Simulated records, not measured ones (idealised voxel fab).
Name of the process module below: voxel gate over fins
It is cross-section cut that appears here, measuring 260 nm in width, its square cells being 5 nm in size.
Reading order for cross-sections: top band down to bottom band. Underlying form: a grid of square cells. Band size: one or more rows of cells. Each band's line starts with the height of the band's top and of its bottom, in nm. Then come its materials from left to right, each with its width in nm. One material with "all across" fills the band from edge to edge. "blank" is empty space. Height datum 0, below which the as-received substrate wafer is one material. Lowest band open at the bottom, running downward: "0 -> down". Think of "30..40" as a width that walks from the first number to the second as you go down the band, top row to bottom row, taking equal-sized steps from row to row. Basically "same as before" means that step didn't change any cell in the cross-section. Any empty space of 8 cells or more lacking an open way to the top shows up in "Enclosed cavities" as width x height at distance, distance from the left edge, in nm. Heads up: the bit after the settings on a step's line is the simulator's remark on that step. If you see "overlay nm" on a step's line and that step has a mask, it's telling you how far right of where it was planned the mask ended up; a negative number means it went left instead.

Plan:
| 1 | RECEIVE (material Si) |
| 2 | CONFORMAL_DEP (material SiN; thk nm 10) |
| 3 | DIRECTIONAL_DEP (material aC; thk nm 10) |
| 4 | PATTERN (tone cover; mask id FINS; material resist; width nm 15; pitch nm 40; thk nm 30; overlay nm 0) |
| 5 | DIRECTIONAL_ETCH (etch materials aC; depth nm 10) |
| 6 | STRIP (etch materials resist) |
| 7 | DIRECTIONAL_ETCH (etch materials SiN; depth nm 10) |
| 8 | DIRECTIONAL_ETCH (etch materials Si; depth nm 30) |
| 9 | STRIP (etch materials aC) |
| 10 | FILL_DEP (material SiO2; thk nm 5) |
| 11 | CMP (height nm 10) |
| 12 | SELECTIVE_ETCH (etch materials SiO2; depth nm 25) |
| 13 | STRIP (etch materials SiN) |
| 14 | CONFORMAL_DEP (material HfO2; thk nm 5) |
| 15 | CONFORMAL_DEP (material TiN; thk nm 5) |
| 16 | CONFORMAL_DEP (material TiAl; thk nm 5) |
| 17 | CONFORMAL_DEP (material TiN; thk nm 5) |
| 18 | FILL_DEP (material W; thk nm 10) |
| 19 | CMP (height nm 25) |
| 20 | CONFORMAL_DEP (material SiCN; thk nm 10) |

Run as planned: first of two wafers:

Cross-section of the wafer at receipt, which is the condition after step 1:
* 0 -> down  Si all across
* Enclosed cavities: none

Cross-section: wafer state after step 2:
* 10 -> 0  SiN all across
* Rest of section, below 0: as before.

Cross-section: wafer state after step 3:
* 20 -> 10  aC all across
* Rest of section, below 10: as before.

Cross-section: wafer state after step 4:
* 50 -> 20  blank=100 | resist=15 | blank=25 | resist=15 | blank=105
* Rest of section, below 20: as before.

Cross-section: wafer state after step 5:
* 40 -> 20  blank=100 | resist=15 | blank=25 | resist=15 | blank=105
* 20 -> 10  blank=100 | aC=15 | blank=25 | aC=15 | blank=105
* Rest of section, below 10: as before.

Cross-section: wafer state after step 6:
* 20 -> 10  blank=100 | aC=15 | blank=25 | aC=15 | blank=105
* Rest of section, below 10: as before.

Cross-section: wafer state after step 7:
* 20 -> 10  blank=100 | aC=15 | blank=25 | aC=15 | blank=105
* 10 -> 0  blank=100 | SiN=15 | blank=25 | SiN=15 | blank=105
* Rest of section, below 0: as before.

Cross-section: wafer state after step 8:
* 20 -> 10  blank=100 | aC=15 | blank=25 | aC=15 | blank=105
* 10 -> 0  blank=100 | SiN=15 | blank=25 | SiN=15 | blank=105
* 0 -> -30  blank=100 | Si=15 | blank=25 | Si=15 | blank=105
* Rest of section, below -30: as before.

Cross-section: wafer state after step 9:
* 10 -> 0  blank=100 | SiN=15 | blank=25 | SiN=15 | blank=105
* Rest of section, below 0: as before.

Cross-section: wafer state after step 10:
* 15 -> 10  SiO2 all across
* 10 -> 0  SiO2=100 | SiN=15 | SiO2=25 | SiN=15 | SiO2=105
* 0 -> -30  SiO2=100 | Si=15 | SiO2=25 | Si=15 | SiO2=105
* Rest of section, below -30: as before.

Cross-section: wafer state after step 11:
* 10 -> 0  SiO2=100 | SiN=15 | SiO2=25 | SiN=15 | SiO2=105
* Rest of section, below 0: as before.

Cross-section: wafer state after step 12:
* 10 -> 0  blank=100 | SiN=15 | blank=25 | SiN=15 | blank=105
* 0 -> -15  blank=100 | Si=15 | blank=25 | Si=15 | blank=105
* Rest of section, below -15: as before.

Cross-section: wafer state after step 13:
* 0 -> -15  blank=100 | Si=15 | blank=25 | Si=15 | blank=105
* Rest of section, below -15: as before.

Cross-section: wafer state after step 14:
* 5 -> 0  blank=95 | HfO2=25 | blank=15 | HfO2=25 | blank=100
* 0 -> -10  blank=95 | HfO2=5 | Si=15 | HfO2=5 | blank=15 | HfO2=5 | Si=15 | HfO2=5 | blank=100
* -10 -> -15  HfO2=100 | Si=15 | HfO2=25 | Si=15 | HfO2=105
* Rest of section, below -15: as before.

Cross-section: wafer state after step 15:
* 10 -> 5  blank=90 | TiN=35 | blank=5 | TiN=35 | blank=95
* 5 -> 0  blank=90 | TiN=5 | HfO2=25 | TiN=5 | blank=5 | TiN=5 | HfO2=25 | TiN=5 | blank=95
* 0 -> -5  blank=90 | TiN=5 | HfO2=5 | Si=15 | HfO2=5 | TiN=5 | blank=5 | TiN=5 | HfO2=5 | Si=15 | HfO2=5 | TiN=5 | blank=95
* -5 -> -10  TiN=95 | HfO2=5 | Si=15 | HfO2=5 | TiN=15 | HfO2=5 | Si=15 | HfO2=5 | TiN=100
* Rest of section, below -10: as before.

Cross-section: wafer state after step 16:
* 15 -> 10  blank=85 | TiAl=85 | blank=90
* 10 -> 5  blank=85 | TiAl=5 | TiN=35 | TiAl=5 | TiN=35 | TiAl=5 | blank=90
* 5 -> 0  blank=85 | TiAl=5 | TiN=5 | HfO2=25 | TiN=5 | TiAl=5 | TiN=5 | HfO2=25 | TiN=5 | TiAl=5 | blank=90
* 0 -> -5  TiAl=90 | TiN=5 | HfO2=5 | Si=15 | HfO2=5 | TiN=5 | TiAl=5 | TiN=5 | HfO2=5 | Si=15 | HfO2=5 | TiN=5 | TiAl=95
* Rest of section, below -5: as before.

Cross-section: wafer state after step 17:
* 20 -> 15  blank=80 | TiN=95 | blank=85
* 15 -> 10  blank=80 | TiN=5 | TiAl=85 | TiN=5 | blank=85
* 10 -> 5  blank=80 | TiN=5 | TiAl=5 | TiN=35 | TiAl=5 | TiN=35 | TiAl=5 | TiN=5 | blank=85
* 5 -> 0  TiN=85 | TiAl=5 | TiN=5 | HfO2=25 | TiN=5 | TiAl=5 | TiN=5 | HfO2=25 | TiN=5 | TiAl=5 | TiN=90
* Rest of section, below 0: as before.

Cross-section: wafer state after step 18:
* 30 -> 20  W all across
* 20 -> 15  W=80 | TiN=95 | W=85
* 15 -> 10  W=80 | TiN=5 | TiAl=85 | TiN=5 | W=85
* 10 -> 5  W=80 | TiN=5 | TiAl=5 | TiN=35 | TiAl=5 | TiN=35 | TiAl=5 | TiN=5 | W=85
* Rest of section, below 5: as before.

Cross-section: wafer state after step 19:
* 25 -> 20  W all across
* Rest of section, below 20: as before.

Cross-section: wafer state after step 20:
* 35 -> 25  SiCN all across
* Rest of section, below 25: as before.

Wafer two. Identical start, identical plan. One mistake in execution. Identical history through step 3:

Second wafer, cut view, end of step 4 per plan:
* 50 -> 20  resist=100 | blank=15 | resist=25 | blank=15 | resist=105
* Rest of section, below 20: as before.

Second wafer, cut view, end of step 5 per plan:
* 40 -> 20  resist=100 | blank=15 | resist=25 | blank=15 | resist=105
* 20 -> 10  aC=100 | blank=15 | aC=25 | blank=15 | aC=105
* Rest of section, below 10: as before.

Second wafer, cut view, end of step 6 per plan:
* 20 -> 10  aC=100 | blank=15 | aC=25 | blank=15 | aC=105
* Rest of section, below 10: as before.

Second wafer, cut view, end of step 7 per plan:
* 20 -> 10  aC=100 | blank=15 | aC=25 | blank=15 | aC=105
* 10 -> 0  SiN=100 | blank=15 | SiN=25 | blank=15 | SiN=105
* Rest of section, below 0: as before.

Second wafer, cut view, end of step 8 per plan:
* 20 -> 10  aC=100 | blank=15 | aC=25 | blank=15 | aC=105
* 10 -> 0  SiN=100 | blank=15 | SiN=25 | blank=15 | SiN=105
* 0 -> -30  Si=100 | blank=15 | Si=25 | blank=15 | Si=105
* Rest of section, below -30: as before.

Second wafer, cut view, end of step 9 per plan:
* 10 -> 0  SiN=100 | blank=15 | SiN=25 | blank=15 | SiN=105
* Rest of section, below 0: as before.

Second wafer, cut view, end of step 10 per plan:
* 15 -> 10  SiO2 all across
* 10 -> 0  SiN=100 | SiO2=15 | SiN=25 | SiO2=15 | SiN=105
* 0 -> -30  Si=100 | SiO2=15 | Si=25 | SiO2=15 | Si=105
* Rest of section, below -30: as before.

Second wafer, cut view, end of step 11 per plan:
* 10 -> 0  SiN=100 | SiO2=15 | SiN=25 | SiO2=15 | SiN=105
* Rest of section, below 0: as before.

Second wafer, cut view, end of step 12 per plan:
* 10 -> 0  SiN=100 | blank=15 | SiN=25 | blank=15 | SiN=105
* 0 -> -15  Si=100 | blank=15 | Si=25 | blank=15 | Si=105
* Rest of section, below -15: as before.

Second wafer, cut view, end of step 13 per plan:
* 0 -> -15  Si=100 | blank=15 | Si=25 | blank=15 | Si=105
* Rest of section, below -15: as before.

Second wafer, cut view, end of step 14 per plan:
* 5 -> 0  HfO2=105 | blank=5 | HfO2=35 | blank=5 | HfO2=110
* 0 -> -10  Si=100 | HfO2=5 | blank=5 | HfO2=5 | Si=25 | HfO2=5 | blank=5 | HfO2=5 | Si=105
* -10 -> -15  Si=100 | HfO2=15 | Si=25 | HfO2=15 | Si=105
* Rest of section, below -15: as before.

Second wafer, cut view, end of step 15 per plan:
* 10 -> 5  TiN all across
* 5 -> 0  HfO2=105 | TiN=5 | HfO2=35 | TiN=5 | HfO2=110
* 0 -> -10  Si=100 | HfO2=5 | TiN=5 | HfO2=5 | Si=25 | HfO2=5 | TiN=5 | HfO2=5 | Si=105
* Rest of section, below -10: as before.

Second wafer, cut view, end of step 16 per plan:
* 15 -> 10  TiAl all across
* Rest of section, below 10: as before.

Second wafer, cut view, end of step 17 per plan:
* 20 -> 15  TiN all across
* Rest of section, below 15: as before.

Second wafer, cut view, end of step 18 per plan:
* 30 -> 20  W all across
* Rest of section, below 20: as before.

Second wafer, cut view, end of step 19 per plan:
* 25 -> 20  W all across
* Rest of section, below 20: as before.

Second wafer, cut view, end of step 20 per plan:
* 35 -> 25  SiCN all across
* Rest of section, below 25: as before.
What went wrong in running the wafer? step 4 ran as: PATTERN (tone open; mask id FINS; material resist; width nm 15; pitch nm 40; thk nm 30; overlay nm 0)
Counted in cells at the end, the second wafer holds more or fewer of these materials than the first: 240 more of Si; 120 fewer of SiO2; 9 fewer of TiAl; 12 fewer of TiN; 99 fewer of W
